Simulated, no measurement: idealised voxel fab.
process module | voxel released beams
cross-section cut | 215 nm wide | cells 5 nm
A cross-section is a grid of square cells, given in bands from the top down. A band is one or more rows of cells.
Each band's line starts with the height of the band's top and of its bottom, in nm. Then come its materials from left to right, each with its width in nm. One material with "throughout" fills the band from edge to edge. "air" is empty space.
Height 0 is the level under which the wafer as received is all one material. The lowest band goes on downwards, as in "0 down".
A width such as "30 to 40" changes by the same amount from each row of cells to the next, from the band's top row to its bottom row.
"no change" after a step means that no cell of the cross-section changed.
closed voids: empty space of 8 cells or more with no open way to the top, each as width x height at its distance from the left edge, in nm
after a step's settings: what the simulator itself notes on the step
overlay nm, on a step with a mask: how far to the right of its planned place the mask lay; to the left if negative
plan
1 op RECEIVE | material Si
2 op CONFORMAL_DEP | material SiN | thk nm 10
3 op DIRECTIONAL_DEP | material SiO2 | thk nm 10
4 op DIRECTIONAL_DEP | material aC | thk nm 10
5 op PATTERN | tone open | mask id ANCHOR | material resist | width nm 35 | thk nm 25 | overlay nm 0
6 op DIRECTIONAL_ETCH | etch materials aC | depth nm 10
7 op STRIP | etch materials resist
8 op DIRECTIONAL_ETCH | etch materials SiO2 | depth nm 10
9 op STRIP | etch materials aC
10 op CONFORMAL_DEP | material polySi | thk nm 15
11 op DIRECTIONAL_DEP | material aC | thk nm 10
12 op PATTERN | tone cover | mask id BEAM | material resist | width nm 105 | thk nm 30 | overlay nm 0
13 op DIRECTIONAL_ETCH | etch materials aC | depth nm 10
14 op STRIP | etch materials resist
15 op DIRECTIONAL_ETCH | etch materials polySi | depth nm 15
16 op STRIP | etch materials aC
17 op STRIP | etch materials SiO2
first wafer, as planned
as received, after step 1
  0 down: Si throughout
  closed voids: none
after step 2
  10 to 0: SiN throughout
  below 0: unchanged
after step 3
  20 to 10: SiO2 throughout
  below 10: unchanged
after step 4
  30 to 20: aC throughout
  below 20: unchanged
after step 5
  55 to 30: resist 55 | air 35 | resist 125
  below 30: unchanged
after step 6
  45 to 30: resist 55 | air 35 | resist 125
  30 to 20: aC 55 | air 35 | aC 125
  below 20: unchanged
after step 7
  30 to 20: aC 55 | air 35 | aC 125
  below 20: unchanged
after step 8
  30 to 20: aC 55 | air 35 | aC 125
  20 to 10: SiO2 55 | air 35 | SiO2 125
  below 10: unchanged
after step 9
  20 to 10: SiO2 55 | air 35 | SiO2 125
  below 10: unchanged
after step 10
  35 to 25: polySi 70 | air 5 | polySi 140
  25 to 20: polySi throughout
  20 to 10: SiO2 55 | polySi 35 | SiO2 125
  below 10: unchanged
after step 11
  45 to 35: aC 70 | air 5 | aC 140
  35 to 25: polySi 70 | aC 5 | polySi 140
  below 25: unchanged
after step 12
  75 to 45: air 50 | resist 105 | air 60
  45 to 35: aC 70 | resist 5 | aC 140
  below 35: unchanged
after step 13
  65 to 45: air 50 | resist 105 | air 60
  45 to 35: air 50 | aC 20 | resist 5 | aC 80 | air 60
  below 35: unchanged
after step 14
  45 to 35: air 50 | aC 20 | air 5 | aC 80 | air 60
  below 35: unchanged
after step 15
  45 to 35: air 50 | aC 20 | air 5 | aC 80 | air 60
  35 to 25: air 50 | polySi 20 | aC 5 | polySi 80 | air 60
  25 to 20: air 50 | polySi 105 | air 60
  below 20: unchanged
after step 16
  35 to 25: air 50 | polySi 20 | air 5 | polySi 80 | air 60
  below 25: unchanged
after step 17
  35 to 25: air 50 | polySi 20 | air 5 | polySi 80 | air 60
  25 to 20: air 50 | polySi 105 | air 60
  20 to 10: air 55 | polySi 35 | air 125
  below 10: unchanged
second wafer: like start, like plan, one mistake. Through step 1 it matches the first wafer
when step 2 should have ended: no change
when step 3 should have ended
  10 to 0: SiO2 throughout
  below 0: unchanged
when step 4 should have ended
  20 to 10: aC throughout
  below 10: unchanged
when step 5 should have ended
  45 to 20: resist 55 | air 35 | resist 125
  below 20: unchanged
when step 6 should have ended
  35 to 20: resist 55 | air 35 | resist 125
  20 to 10: aC 55 | air 35 | aC 125
  below 10: unchanged
when step 7 should have ended
  20 to 10: aC 55 | air 35 | aC 125
  below 10: unchanged
when step 8 should have ended
  20 to 10: aC 55 | air 35 | aC 125
  10 to 0: SiO2 55 | air 35 | SiO2 125
  below 0: unchanged
when step 9 should have ended
  10 to 0: SiO2 55 | air 35 | SiO2 125
  below 0: unchanged
when step 10 should have ended
  25 to 15: polySi 70 | air 5 | polySi 140
  15 to 10: polySi throughout
  10 to 0: SiO2 55 | polySi 35 | SiO2 125
  below 0: unchanged
when step 11 should have ended
  35 to 25: aC 70 | air 5 | aC 140
  25 to 15: polySi 70 | aC 5 | polySi 140
  below 15: unchanged
when step 12 should have ended
  65 to 35: air 50 | resist 105 | air 60
  35 to 25: aC 70 | resist 5 | aC 140
  below 25: unchanged
when step 13 should have ended
  55 to 35: air 50 | resist 105 | air 60
  35 to 25: air 50 | aC 20 | resist 5 | aC 80 | air 60
  below 25: unchanged
when step 14 should have ended
  35 to 25: air 50 | aC 20 | air 5 | aC 80 | air 60
  below 25: unchanged
when step 15 should have ended
  35 to 25: air 50 | aC 20 | air 5 | aC 80 | air 60
  25 to 15: air 50 | polySi 20 | aC 5 | polySi 80 | air 60
  15 to 10: air 50 | polySi 105 | air 60
  below 10: unchanged
when step 16 should have ended
  25 to 15: air 50 | polySi 20 | air 5 | polySi 80 | air 60
  below 15: unchanged
when step 17 should have ended
  25 to 15: air 50 | polySi 20 | air 5 | polySi 80 | air 60
  15 to 10: air 50 | polySi 105 | air 60
  10 to 0: air 55 | polySi 35 | air 125
  below 0: unchanged
what went wrong: step 2 was left out
at the end the second wafer has, in cells: 86 fewer of SiN
